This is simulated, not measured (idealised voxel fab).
The process module presented herein is designated voxel self aligned contacts.
285 nm wide, 5 nm square cells: that's cross-section cut.
Cross-section layout: square cells on a grid; listed as bands, top to bottom; a band spans one or more cell rows.
Band entry format. Leading values: height of top, height of bottom, nm. Remainder: materials in left-to-right order, each with its width in nm. Special words: "everywhere" on a single material, which then fills the band edge to edge; "empty", empty space.
Below 0: as-received wafer, all one material; heights counted from there. Lowest band: no bottom, goes on down, written "0 -> down".
Graded width ("30->40"): value in top row of band = first number; value in bottom row = second number; row-to-row change constant.
Reading "remained the same" for a step: not a cell of the cross-section changed in it.
Basically, "Closed empty spaces" tells you about the enclosed voids: empty spaces with no open way to the top, 8 cells or bigger, each written width x height at distance, where distance is from the left edge, all in nm.
On each step's line, the part that comes after the settings is the simulator's own comment on the step.
Among the settings permitted on a step's line is "overlay nm"; applied to a step with a mask, it specifies the extent to which the mask lay to the right of its planned position, whereas a negative figure signifies a position to the left.
-- Steps in the process plan
1,RECEIVE: material Si
2,OXIDIZE: depth nm 5
3,DIRECTIONAL_DEP: material polySi, thk nm 25
4,DIRECTIONAL_DEP: material SiN, thk nm 15
5,DIRECTIONAL_DEP: material aC, thk nm 15
6,PATTERN: tone cover, mask id GATE, material resist, width nm 15, pitch nm 55, thk nm 30, overlay nm 0
7,DIRECTIONAL_ETCH: etch materials aC, depth nm 15
8,STRIP: etch materials resist
9,DIRECTIONAL_ETCH: etch materials SiN, depth nm 15
10,DIRECTIONAL_ETCH: etch materials polySi, depth nm 25
11,STRIP: etch materials aC
12,CONFORMAL_DEP: material SiN, thk nm 5
13,DIRECTIONAL_ETCH: etch materials SiN, depth nm 5
14,FILL_DEP: material SiO2, thk nm 10
15,CMP: height nm 45
16,MASKED_ETCH: tone open, mask id CONTACT, width nm 40, pitch nm 55, etch materials SiO2, depth nm 50, overlay nm 0
17,CONFORMAL_DEP: material TiN, thk nm 5
18,FILL_DEP: material W, thk nm 5
19,CMP: height nm 45
20,CONFORMAL_DEP: material SiN, thk nm 5
The plan shows the width nm of step 6 as the first wafer had it; this setting differs between the wafers, which start out alike.
-- Cross-section: the first of several wafers in its as-received state, i.e. following step 1
0 -> down: Si everywhere
Closed empty spaces: none
-- After the module's final step, step 20: the first of several wafers in cross-section
50 -> 45: SiN everywhere
45 -> 40: SiO2 (95)  TiN (10)  W (20)  TiN (10)  SiO2 (15)  TiN (10)  W (20)  TiN (10)  SiO2 (95)
40 -> 25: SiO2 (75)  SiN (25)  TiN (5)  W (20)  TiN (5)  SiN (25)  TiN (5)  W (20)  TiN (5)  SiN (25)  SiO2 (75)
25 -> 0: SiO2 (75)  SiN (5)  polySi (15)  SiN (5)  TiN (5)  W (20)  TiN (5)  SiN (5)  polySi (15)  SiN (5)  TiN (5)  W (20)  TiN (5)  SiN (5)  polySi (15)  SiN (5)  SiO2 (75)
0 -> -5: SiO2 (100)  TiN (30)  SiO2 (25)  TiN (30)  SiO2 (100)
-5 -> down: Si everywhere
Closed empty spaces: none
-- Showing the last wafer in cross-section at the end of the module
50 -> 45: SiN everywhere
45 -> 40: SiO2 (95)  TiN (40)  SiO2 (15)  TiN (40)  SiO2 (95)
40 -> 25: SiO2 (65)  SiN (50)  TiN (5)  SiN (50)  TiN (5)  SiN (50)  SiO2 (60)
25 -> 0: SiO2 (65)  SiN (5)  polySi (40)  SiN (5)  TiN (5)  SiN (5)  polySi (40)  SiN (5)  TiN (5)  SiN (5)  polySi (40)  SiN (5)  SiO2 (60)
0 -> -5: SiO2 (115)  TiN (5)  SiO2 (50)  TiN (5)  SiO2 (110)
-5 -> down: Si everywhere
Closed empty spaces: none
-- The rows of the table below are wafers. Looking at the end of the module, a row counts, for every material, the cells the wafer has gained, shown as (+), or lost, shown as (-), since it was received; its closed voids come next
width nm 15; -57 Si; +132 SiN; +326 SiO2; +52 TiN; +72 W; +45 polySi; Closed empty spaces: none
width nm 20; -57 Si; +141 SiN; +320 SiO2; +52 TiN; +54 W; +60 polySi; Closed empty spaces: none
width nm 25; -57 Si; +150 SiN; +314 SiO2; +52 TiN; +36 W; +75 polySi; Closed empty spaces: none
width nm 30; -57 Si; +159 SiN; +308 SiO2; +52 TiN; +18 W; +90 polySi; Closed empty spaces: none
width nm 35; -57 Si; +168 SiN; +302 SiO2; +52 TiN; +105 polySi; Closed empty spaces: none
width nm 40; -57 Si; +177 SiN; +296 SiO2; +34 TiN; +120 polySi; Closed empty spaces: none
